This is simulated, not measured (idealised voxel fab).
process module | voxel wiring stack
cross-section cut | 300 nm wide | cells 5 nm
A cross-section is a grid of square cells, given in bands from the top down. A band is one or more rows of cells.
Each band's line starts with the height of the band's top and of its bottom, in nm. Then come its materials from left to right, each with its width in nm. One material with "throughout" fills the band from edge to edge. "air" is empty space.
Height 0 is the level under which the wafer as received is all one material. The lowest band goes on downwards, as in "0 down".
A width such as "30 to 40" changes by the same amount from each row of cells to the next, from the band's top row to its bottom row.
"no change" after a step means that no cell of the cross-section changed.
closed voids: empty space of 8 cells or more with no open way to the top, each as width x height at its distance from the left edge, in nm
after a step's settings: what the simulator itself notes on the step
overlay nm, on a step with a mask: how far to the right of its planned place the mask lay; to the left if negative
plan
1 op RECEIVE | material Si
2 op CONFORMAL_DEP | material SiO2 | thk nm 10
3 op DIRECTIONAL_DEP | material TiN | thk nm 5
4 op DIRECTIONAL_DEP | material W | thk nm 20
5 op PATTERN | tone cover | mask id METAL_1 | material resist | width nm 30 | pitch nm 60 | thk nm 20 | overlay nm 0
6 op DIRECTIONAL_ETCH | etch materials W | depth nm 20
7 op DIRECTIONAL_ETCH | etch materials TiN | depth nm 5
8 op STRIP | etch materials resist
9 op CONFORMAL_DEP | material SiN | thk nm 5
10 op FILL_DEP | material SiO2 | thk nm 5
11 op CMP | height nm 35
12 op CONFORMAL_DEP | material SiCN | thk nm 5
13 op DIRECTIONAL_DEP | material SiO2 | thk nm 30
14 op MASKED_ETCH | tone open | mask id METAL_2_HOLES | width nm 15 | pitch nm 60 | etch materials SiO2 | depth nm 30 | overlay nm 0
15 op PATTERN | tone open | mask id METAL_2 | material resist | width nm 30 | pitch nm 60 | thk nm 15 | overlay nm 0
16 op DIRECTIONAL_ETCH | etch materials SiO2 | depth nm 15
17 op DIRECTIONAL_ETCH | etch materials SiCN | depth nm 5
18 op STRIP | etch materials resist
19 op CONFORMAL_DEP | material TiN | thk nm 5
20 op FILL_DEP | material Cu | thk nm 10
21 op CMP | height nm 70
22 op CONFORMAL_DEP | material SiCN | thk nm 5
first wafer, as planned
as received, after step 1
  0 down: Si throughout
  closed voids: none
after step 2
  10 to 0: SiO2 throughout
  below 0: unchanged
after step 3
  15 to 10: TiN throughout
  below 10: unchanged
after step 4
  35 to 15: W throughout
  below 15: unchanged
after step 5
  55 to 35: air 75 | resist 30 | air 30 | resist 30 | air 30 | resist 30 | air 75
  below 35: unchanged
after step 6
  55 to 35: air 75 | resist 30 | air 30 | resist 30 | air 30 | resist 30 | air 75
  35 to 15: air 75 | W 30 | air 30 | W 30 | air 30 | W 30 | air 75
  below 15: unchanged
after step 7
  55 to 35: air 75 | resist 30 | air 30 | resist 30 | air 30 | resist 30 | air 75
  35 to 15: air 75 | W 30 | air 30 | W 30 | air 30 | W 30 | air 75
  15 to 10: air 75 | TiN 30 | air 30 | TiN 30 | air 30 | TiN 30 | air 75
  below 10: unchanged
after step 8
  35 to 15: air 75 | W 30 | air 30 | W 30 | air 30 | W 30 | air 75
  below 15: unchanged
after step 9
  40 to 35: air 70 | SiN 40 | air 20 | SiN 40 | air 20 | SiN 40 | air 70
  35 to 15: air 70 | SiN 5 | W 30 | SiN 5 | air 20 | SiN 5 | W 30 | SiN 5 | air 20 | SiN 5 | W 30 | SiN 5 | air 70
  15 to 10: SiN 75 | TiN 30 | SiN 30 | TiN 30 | SiN 30 | TiN 30 | SiN 75
  below 10: unchanged
after step 10
  45 to 40: SiO2 throughout
  40 to 35: SiO2 70 | SiN 40 | SiO2 20 | SiN 40 | SiO2 20 | SiN 40 | SiO2 70
  35 to 15: SiO2 70 | SiN 5 | W 30 | SiN 5 | SiO2 20 | SiN 5 | W 30 | SiN 5 | SiO2 20 | SiN 5 | W 30 | SiN 5 | SiO2 70
  below 15: unchanged
after step 11
  35 to 15: SiO2 70 | SiN 5 | W 30 | SiN 5 | SiO2 20 | SiN 5 | W 30 | SiN 5 | SiO2 20 | SiN 5 | W 30 | SiN 5 | SiO2 70
  below 15: unchanged
after step 12
  40 to 35: SiCN throughout
  below 35: unchanged
after step 13
  70 to 40: SiO2 throughout
  below 40: unchanged
after step 14
  70 to 40: SiO2 75 | air 15 | SiO2 45 | air 15 | SiO2 45 | air 15 | SiO2 90
  below 40: unchanged
after step 15
  85 to 70: resist 75 | air 30 | resist 30 | air 30 | resist 30 | air 30 | resist 75
  below 70: unchanged
after step 16
  85 to 70: resist 75 | air 30 | resist 30 | air 30 | resist 30 | air 30 | resist 75
  70 to 55: SiO2 75 | air 30 | SiO2 30 | air 30 | SiO2 30 | air 30 | SiO2 75
  below 55: unchanged
after step 17
  85 to 70: resist 75 | air 30 | resist 30 | air 30 | resist 30 | air 30 | resist 75
  70 to 55: SiO2 75 | air 30 | SiO2 30 | air 30 | SiO2 30 | air 30 | SiO2 75
  55 to 40: SiO2 75 | air 15 | SiO2 45 | air 15 | SiO2 45 | air 15 | SiO2 90
  40 to 35: SiCN 75 | air 15 | SiCN 45 | air 15 | SiCN 45 | air 15 | SiCN 90
  below 35: unchanged
after step 18
  70 to 55: SiO2 75 | air 30 | SiO2 30 | air 30 | SiO2 30 | air 30 | SiO2 75
  below 55: unchanged
after step 19
  75 to 70: TiN 80 | air 20 | TiN 40 | air 20 | TiN 40 | air 20 | TiN 80
  70 to 60: SiO2 75 | TiN 5 | air 20 | TiN 5 | SiO2 30 | TiN 5 | air 20 | TiN 5 | SiO2 30 | TiN 5 | air 20 | TiN 5 | SiO2 75
  60 to 55: SiO2 75 | TiN 5 | air 5 | TiN 20 | SiO2 30 | TiN 5 | air 5 | TiN 20 | SiO2 30 | TiN 5 | air 5 | TiN 20 | SiO2 75
  55 to 40: SiO2 75 | TiN 5 | air 5 | TiN 5 | SiO2 45 | TiN 5 | air 5 | TiN 5 | SiO2 45 | TiN 5 | air 5 | TiN 5 | SiO2 90
  40 to 35: SiCN 75 | TiN 15 | SiCN 45 | TiN 15 | SiCN 45 | TiN 15 | SiCN 90
  below 35: unchanged
after step 20
  85 to 75: Cu throughout
  75 to 70: TiN 80 | Cu 20 | TiN 40 | Cu 20 | TiN 40 | Cu 20 | TiN 80
  70 to 60: SiO2 75 | TiN 5 | Cu 20 | TiN 5 | SiO2 30 | TiN 5 | Cu 20 | TiN 5 | SiO2 30 | TiN 5 | Cu 20 | TiN 5 | SiO2 75
  60 to 55: SiO2 75 | TiN 5 | Cu 5 | TiN 20 | SiO2 30 | TiN 5 | Cu 5 | TiN 20 | SiO2 30 | TiN 5 | Cu 5 | TiN 20 | SiO2 75
  55 to 40: SiO2 75 | TiN 5 | Cu 5 | TiN 5 | SiO2 45 | TiN 5 | Cu 5 | TiN 5 | SiO2 45 | TiN 5 | Cu 5 | TiN 5 | SiO2 90
  below 40: unchanged
after step 21
  70 to 60: SiO2 75 | TiN 5 | Cu 20 | TiN 5 | SiO2 30 | TiN 5 | Cu 20 | TiN 5 | SiO2 30 | TiN 5 | Cu 20 | TiN 5 | SiO2 75
  below 60: unchanged
after step 22
  75 to 70: SiCN throughout
  below 70: unchanged
second wafer: like start, like plan, one mistake. Through step 12 it matches the first wafer
when step 13 should have ended
  100 to 40: SiO2 throughout
  below 40: unchanged
when step 14 should have ended
  100 to 70: SiO2 75 | air 15 | SiO2 45 | air 15 | SiO2 45 | air 15 | SiO2 90
  below 70: unchanged
when step 15 should have ended
  115 to 100: resist 75 | air 30 | resist 30 | air 30 | resist 30 | air 30 | resist 75
  below 100: unchanged
when step 16 should have ended
  115 to 100: resist 75 | air 30 | resist 30 | air 30 | resist 30 | air 30 | resist 75
  100 to 85: SiO2 75 | air 30 | SiO2 30 | air 30 | SiO2 30 | air 30 | SiO2 75
  85 to 55: SiO2 75 | air 15 | SiO2 45 | air 15 | SiO2 45 | air 15 | SiO2 90
  below 55: unchanged
when step 17 should have ended: no change
when step 18 should have ended
  100 to 85: SiO2 75 | air 30 | SiO2 30 | air 30 | SiO2 30 | air 30 | SiO2 75
  below 85: unchanged
when step 19 should have ended
  105 to 100: TiN 80 | air 20 | TiN 40 | air 20 | TiN 40 | air 20 | TiN 80
  100 to 90: SiO2 75 | TiN 5 | air 20 | TiN 5 | SiO2 30 | TiN 5 | air 20 | TiN 5 | SiO2 30 | TiN 5 | air 20 | TiN 5 | SiO2 75
  90 to 85: SiO2 75 | TiN 5 | air 5 | TiN 20 | SiO2 30 | TiN 5 | air 5 | TiN 20 | SiO2 30 | TiN 5 | air 5 | TiN 20 | SiO2 75
  85 to 60: SiO2 75 | TiN 5 | air 5 | TiN 5 | SiO2 45 | TiN 5 | air 5 | TiN 5 | SiO2 45 | TiN 5 | air 5 | TiN 5 | SiO2 90
  60 to 55: SiO2 75 | TiN 15 | SiO2 45 | TiN 15 | SiO2 45 | TiN 15 | SiO2 90
  below 55: unchanged
when step 20 should have ended
  115 to 105: Cu throughout
  105 to 100: TiN 80 | Cu 20 | TiN 40 | Cu 20 | TiN 40 | Cu 20 | TiN 80
  100 to 90: SiO2 75 | TiN 5 | Cu 20 | TiN 5 | SiO2 30 | TiN 5 | Cu 20 | TiN 5 | SiO2 30 | TiN 5 | Cu 20 | TiN 5 | SiO2 75
  90 to 85: SiO2 75 | TiN 5 | Cu 5 | TiN 20 | SiO2 30 | TiN 5 | Cu 5 | TiN 20 | SiO2 30 | TiN 5 | Cu 5 | TiN 20 | SiO2 75
  85 to 60: SiO2 75 | TiN 5 | Cu 5 | TiN 5 | SiO2 45 | TiN 5 | Cu 5 | TiN 5 | SiO2 45 | TiN 5 | Cu 5 | TiN 5 | SiO2 90
  below 60: unchanged
when step 21 should have ended
  70 to 60: SiO2 75 | TiN 5 | Cu 5 | TiN 5 | SiO2 45 | TiN 5 | Cu 5 | TiN 5 | SiO2 45 | TiN 5 | Cu 5 | TiN 5 | SiO2 90
  below 60: unchanged
when step 22 should have ended
  75 to 70: SiCN throughout
  below 70: unchanged
what went wrong: step 13 was run twice
at the end the second wafer has, in cells: 30 fewer of Cu | 9 more of SiCN | 54 more of SiO2 | 33 fewer of TiN
